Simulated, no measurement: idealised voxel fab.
process module | voxel ribs on slabs
cross-section cut | 270 nm wide | cells 5 nm
A cross-section is a grid of square cells, given in bands from the top down. A band is one or more rows of cells.
Each band's line starts with the height of the band's top and of its bottom, in nm. Then come its materials from left to right, each with its width in nm. One material with "throughout" fills the band from edge to edge. "air" is empty space.
Height 0 is the level under which the wafer as received is all one material. The lowest band goes on downwards, as in "0 down".
A width such as "30 to 40" changes by the same amount from each row of cells to the next, from the band's top row to its bottom row.
"no change" after a step means that no cell of the cross-section changed.
closed voids: empty space of 8 cells or more with no open way to the top, each as width x height at its distance from the left edge, in nm
after a step's settings: what the simulator itself notes on the step
overlay nm, on a step with a mask: how far to the right of its planned place the mask lay; to the left if negative
plan
1 op RECEIVE | material Si
2 op DIRECTIONAL_DEP | material SiO2 | thk nm 25
3 op DIRECTIONAL_DEP | material SiN | thk nm 20
4 op PATTERN | tone cover | mask id RIB | material resist | width nm 15 | thk nm 20 | overlay nm 0
5 op DIRECTIONAL_ETCH | etch materials SiN | depth nm 5
6 op STRIP | etch materials resist
7 op PATTERN | tone cover | mask id SLAB | material resist | width nm 75 | thk nm 20 | overlay nm 0
8 op DIRECTIONAL_ETCH | etch materials SiN | depth nm 15
9 op STRIP | etch materials resist
10 op FILL_DEP | material SiO2 | thk nm 25
11 op CMP | height nm 60
12 op DIRECTIONAL_DEP | material W | thk nm 5
13 op MASKED_ETCH | tone cover | mask id HEATER | width nm 25 | etch materials W | depth nm 5 | overlay nm 0
14 op CONFORMAL_DEP | material SiO2 | thk nm 5
as received, after step 1
  0 down: Si throughout
  closed voids: none
a wafer at the end: this start, this plan, one mistake
  70 to 65: air 115 | SiO2 35 | air 120
  65 to 60: SiO2 120 | W 25 | SiO2 125
  60 to 45: SiO2 throughout
  45 to 40: SiO2 125 | SiN 15 | SiO2 130
  40 to 25: SiO2 105 | SiN 75 | SiO2 90
  25 to 0: SiO2 throughout
  0 down: Si throughout
  closed voids: none
what went wrong: step 7 ran as: op PATTERN | tone cover | mask id SLAB | material resist | width nm 75 | thk nm 20 | overlay nm 10
